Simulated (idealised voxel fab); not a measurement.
process module | voxel gate over fins
cross-section cut | 275 nm wide | cells 5 nm
A cross-section is a grid of square cells, given in bands from the top down. A band is one or more rows of cells.
Each band's line starts with the height of the band's top and of its bottom, in nm. Then come its materials from left to right, each with its width in nm. One material with "throughout" fills the band from edge to edge. "air" is empty space.
Height 0 is the level under which the wafer as received is all one material. The lowest band goes on downwards, as in "0 down".
A width such as "30 to 40" changes by the same amount from each row of cells to the next, from the band's top row to its bottom row.
"no change" after a step means that no cell of the cross-section changed.
closed voids: empty space of 8 cells or more with no open way to the top, each as width x height at its distance from the left edge, in nm
after a step's settings: what the simulator itself notes on the step
overlay nm, on a step with a mask: how far to the right of its planned place the mask lay; to the left if negative
plan
1 op RECEIVE | material Si
2 op CONFORMAL_DEP | material SiN | thk nm 10
3 op MASKED_ETCH | tone cover | mask id FINS | width nm 15 | pitch nm 55 | etch materials SiN | depth nm 10 | overlay nm 0
4 op MASKED_ETCH | tone cover | mask id FINS | width nm 15 | pitch nm 55 | etch materials Si | depth nm 35 | overlay nm 0
5 op FILL_DEP | material SiO2 | thk nm 10
6 op CMP | height nm 10
7 op PATTERN | tone open | mask id RAIL | material resist | width nm 15 | thk nm 15 | overlay nm 0
8 op DIRECTIONAL_ETCH | etch materials SiO2 | depth nm 40
9 op STRIP | etch materials resist
10 op CONFORMAL_DEP | material TiN | thk nm 5
11 op FILL_DEP | material W | thk nm 10
12 op CMP | height nm 10
13 op SELECTIVE_ETCH | etch materials W Ru TiN | depth nm 30
14 op FILL_DEP | material SiO2 | thk nm 5
15 op CMP | height nm 10
16 op SELECTIVE_ETCH | etch materials SiO2 | depth nm 25
17 op STRIP | etch materials SiN
18 op CONFORMAL_DEP | material HfO2 | thk nm 5
19 op CONFORMAL_DEP | material TiN | thk nm 5
20 op CONFORMAL_DEP | material TiAl | thk nm 5
21 op CONFORMAL_DEP | material TiN | thk nm 5
22 op FILL_DEP | material W | thk nm 10
23 op CMP | height nm 25
24 op CONFORMAL_DEP | material SiN | thk nm 10
as received, after step 1
  0 down: Si throughout
  closed voids: none
a wafer at the end: this start, this plan, one mistake
  35 to 25: SiN throughout
  25 to 20: W throughout
  20 to 15: W 80 | TiN 110 | W 85
  15 to 10: W 80 | TiN 5 | TiAl 45 | TiN 10 | TiAl 45 | TiN 5 | W 85
  10 to 5: W 80 | TiN 5 | TiAl 5 | TiN 35 | TiAl 5 | TiN 10 | TiAl 5 | TiN 35 | TiAl 5 | TiN 5 | W 85
  5 to 0: TiN 85 | TiAl 5 | TiN 5 | HfO2 25 | TiN 5 | TiAl 5 | TiN 10 | TiAl 5 | TiN 5 | HfO2 25 | TiN 5 | TiAl 5 | TiN 90
  0 to -5: TiAl 90 | TiN 5 | HfO2 5 | Si 15 | HfO2 5 | TiN 5 | TiAl 20 | TiN 5 | HfO2 5 | Si 15 | HfO2 5 | TiN 5 | TiAl 95
  -5 to -10: TiN 95 | HfO2 5 | Si 15 | HfO2 5 | TiN 30 | HfO2 5 | Si 15 | HfO2 5 | TiN 100
  -10 to -15: HfO2 100 | Si 15 | HfO2 40 | Si 15 | HfO2 105
  -15 to -20: SiO2 100 | Si 15 | SiO2 40 | Si 15 | SiO2 105
  -20 to -25: W 95 | TiN 5 | Si 15 | TiN 10 | SiO2 15 | TiN 5 | W 5 | TiN 5 | Si 15 | TiN 5 | W 100
  -25 to -30: TiN 100 | Si 15 | TiN 10 | SiO2 15 | TiN 15 | Si 15 | TiN 105
  -30 to -35: SiO2 100 | Si 15 | SiO2 40 | Si 15 | SiO2 105
  -35 down: Si throughout
  closed voids: none
what went wrong: step 7 ran as: op PATTERN | tone cover | mask id RAIL | material resist | width nm 15 | thk nm 15 | overlay nm 0
